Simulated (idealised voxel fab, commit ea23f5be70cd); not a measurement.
The document below concerns the process module designated voxel self aligned contacts.
Cross-section cut spans 205 nm and uses square cells 5 nm in size.
When this document writes out a cross-section, it uses a grid of square cells and lists it as bands, beginning at the top and moving down, with a band standing for one or more rows of cells. Heads up on the band format: heights come first, top then bottom, in nm. After that it's the materials left to right, each with its width in nm. A single material flagged "full width" fills the whole band edge to edge, and "empty" means there's empty space there. Where do heights start? At 0: under that level the wafer as delivered is made of one material only. And the lowest band has no floor; it just carries on downward, as in "0 -> down". With a width like "30->40", each row of cells in the band differs from the next by the same amount, the top row carrying the first number and the bottom row the second. The designation "nothing changed", where it is given for a processing step, indicates that no cell of the cross-section was altered in the course of that step. What "Closed void register" gives you is every empty space of 8 cells or more that is cut off from the top. Each appears as width x height at distance, with the distance taken from the left edge and width, height and distance all in nm. Anything after a step's settings on that line? It's the simulator's own note about the step. overlay nm: step with mask; distance mask lay right of planned place; negative value = left of planned place.

LIST OF PLANNED PROCESS STEPS
step 1: RECEIVE, material Si
step 2: OXIDIZE, depth nm 5
step 3: DIRECTIONAL_DEP, material polySi, thk nm 20
step 4: DIRECTIONAL_DEP, material SiN, thk nm 20
step 5: PATTERN, tone cover, mask id GATE, material resist, width nm 35, pitch nm 65, thk nm 20, overlay nm 0
step 6: DIRECTIONAL_ETCH, etch materials SiN, depth nm 20
step 7: DIRECTIONAL_ETCH, etch materials polySi, depth nm 20
step 8: STRIP, etch materials resist
step 9: CONFORMAL_DEP, material SiN, thk nm 5
step 10: DIRECTIONAL_ETCH, etch materials SiN, depth nm 5
step 11: FILL_DEP, material SiO2, thk nm 15
step 12: CMP, height nm 50
step 13: PATTERN, tone open, mask id CONTACT, material resist, width nm 40, pitch nm 65, thk nm 15, overlay nm 0
step 14: DIRECTIONAL_ETCH, etch materials SiO2, depth nm 55
step 15: STRIP, etch materials resist
step 16: CONFORMAL_DEP, material TiN, thk nm 5
step 17: FILL_DEP, material W, thk nm 5
step 18: CMP, height nm 50
step 19: CONFORMAL_DEP, material SiN, thk nm 5

WAFER AS RECEIVED: CROSS-SECTION FOLLOWING STEP 1
- 0 -> down: Si full width
- Closed void register: none

POST-MODULE CROSS-SECTION OF THE FIRST OF TWO WAFERS (RUN PER PLAN)
- 55 -> 50: SiN full width
- 50 -> 40: SiO2 50 nm, then TiN 5->15 nm, then W 30->10 nm, then TiN 5->15 nm, then SiO2 25 nm, then TiN 5->15 nm, then W 30->10 nm, then TiN 5->15 nm, then SiO2 50 nm
- 40 -> 20: SiO2 15 nm, then SiN 45 nm, then TiN 5 nm, then W 10 nm, then TiN 5 nm, then SiN 45 nm, then TiN 5 nm, then W 10 nm, then TiN 5 nm, then SiN 45 nm, then SiO2 15 nm
- 20 -> 0: SiO2 15 nm, then SiN 5 nm, then polySi 35 nm, then SiN 5 nm, then TiN 5 nm, then W 10 nm, then TiN 5 nm, then SiN 5 nm, then polySi 35 nm, then SiN 5 nm, then TiN 5 nm, then W 10 nm, then TiN 5 nm, then SiN 5 nm, then polySi 35 nm, then SiN 5 nm, then SiO2 15 nm
- 0 -> -5: SiO2 60 nm, then TiN 20 nm, then SiO2 45 nm, then TiN 20 nm, then SiO2 60 nm
- -5 -> down: Si full width
- Closed void register: none

WAFER TWO, SECTIONED AFTER THE MODULE: THE FIRST WAFER'S START, THE FIRST WAFER'S PLAN, AND ONE MISTAKE IN HOW IT WAS RUN
- 55 -> 50: SiN full width
- 50 -> 40: SiO2 50 nm, then TiN 5 nm, then W 30 nm, then TiN 5 nm, then SiO2 25 nm, then TiN 5 nm, then W 30 nm, then TiN 5 nm, then SiO2 50 nm
- 40 -> 35: SiO2 50 nm, then TiN 10 nm, then W 20 nm, then TiN 10 nm, then SiO2 25 nm, then TiN 10 nm, then W 20 nm, then TiN 10 nm, then SiO2 50 nm
- 35 -> 20: SiO2 20 nm, then SiN 35 nm, then TiN 5 nm, then W 20 nm, then TiN 5 nm, then SiN 35 nm, then TiN 5 nm, then W 20 nm, then TiN 5 nm, then SiN 35 nm, then SiO2 20 nm
- 20 -> 0: SiO2 20 nm, then polySi 35 nm, then TiN 5 nm, then W 20 nm, then TiN 5 nm, then polySi 35 nm, then TiN 5 nm, then W 20 nm, then TiN 5 nm, then polySi 35 nm, then SiO2 20 nm
- 0 -> -5: SiO2 55 nm, then TiN 30 nm, then SiO2 35 nm, then TiN 30 nm, then SiO2 55 nm
- -5 -> down: Si full width
- Closed void register: none
What was the processing mistake? step 9 of the plan did not run at all; it was left out
Counted in cells at the end, the second wafer holds more or fewer of these materials than the first: SiN -69, SiO2 +29, W +40
